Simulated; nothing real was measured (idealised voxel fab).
process module | voxel transistor to metal
cross-section cut | 190 nm wide | cells 5 nm
A cross-section is a grid of square cells, given in bands from the top down. A band is one or more rows of cells.
Each band's line starts with the height of the band's top and of its bottom, in nm. Then come its materials from left to right, each with its width in nm. One material with "throughout" fills the band from edge to edge. "air" is empty space.
Height 0 is the level under which the wafer as received is all one material. The lowest band goes on downwards, as in "0 down".
A width such as "30 to 40" changes by the same amount from each row of cells to the next, from the band's top row to its bottom row.
"no change" after a step means that no cell of the cross-section changed.
closed voids: empty space of 8 cells or more with no open way to the top, each as width x height at its distance from the left edge, in nm
after a step's settings: what the simulator itself notes on the step
overlay nm, on a step with a mask: how far to the right of its planned place the mask lay; to the left if negative
Each pair below shows a cross-section before one step and the cross-section after it, down to the lowest band that changed. The line under each pair gives the step between them, with its settings. The pairs can come from different runs of this module on the same starting wafer, so a pair continues from the pair above only where its "before" says so.
before
  110 to 105: Cu throughout
  105 to 100: TiN 45 | Cu 10 | TiN 75 | Cu 10 | TiN 50
  100 to 90: SiO2 40 | TiN 5 | Cu 10 | TiN 5 | SiO2 65 | TiN 5 | Cu 10 | TiN 5 | SiO2 45
  90 to 85: SiO2 40 | TiN 5 | Cu 5 | TiN 10 | SiO2 65 | TiN 5 | Cu 5 | TiN 10 | SiO2 45
  85 to 70: SiO2 40 | TiN 5 | Cu 5 | TiN 5 | SiO2 70 | TiN 5 | Cu 5 | TiN 5 | SiO2 50
  70 to 65: SiCN 40 | TiN 15 | SiCN 70 | TiN 15 | SiCN 50
  65 to 40: lowk 40 | Ru 20 | lowk 65 | Ru 20 | lowk 45
  40 to 35: lowk 40 | TiN 20 | lowk 65 | TiN 20 | lowk 45
  35 to 25: SiO2 40 | TiN 5 | W 10 | TiN 5 | SiO2 65 | TiN 5 | W 10 | TiN 5 | SiO2 45
  25 to 10: SiO2 40 | TiN 5 | W 10 | TiN 5 | SiO2 15 | SiN 5 | HfO2 5 | TiN 5 | W 5 | TiN 5 | HfO2 5 | SiN 5 | SiO2 15 | TiN 5 | W 10 | TiN 5 | SiO2 45
  10 to 5: SiO2 40 | TiN 5 | W 10 | TiN 5 | SiO2 15 | SiN 5 | HfO2 5 | TiN 15 | HfO2 5 | SiN 5 | SiO2 15 | TiN 5 | W 10 | TiN 5 | SiO2 45
  5 to 0: SiO2 35 | SiN 5 | TiN 20 | SiO2 10 | nSi 5 | HfO2 35 | nSi 5 | SiO2 10 | TiN 20 | SiN 5 | SiO2 40
  0 to -5: SiO2 30 | nSi 5 | SiO2 5 | TiN 5 | nSi 30 | Si 35 | nSi 30 | TiN 5 | SiO2 5 | nSi 5 | SiO2 35
  -5 to -10: nSi 35 | Si 115 | nSi 40
  -10 down: Si throughout
  closed voids: none
after
  100 to 90: SiO2 40 | TiN 5 | Cu 10 | TiN 5 | SiO2 65 | TiN 5 | Cu 10 | TiN 5 | SiO2 45
  below 90: unchanged
  closed voids: none
the step between: op CMP | height nm 100
before: the cross-section after the pair above
after
  105 to 100: SiCN throughout
  below 100: unchanged
  closed voids: none
the step between: op CONFORMAL_DEP | material SiCN | thk nm 5
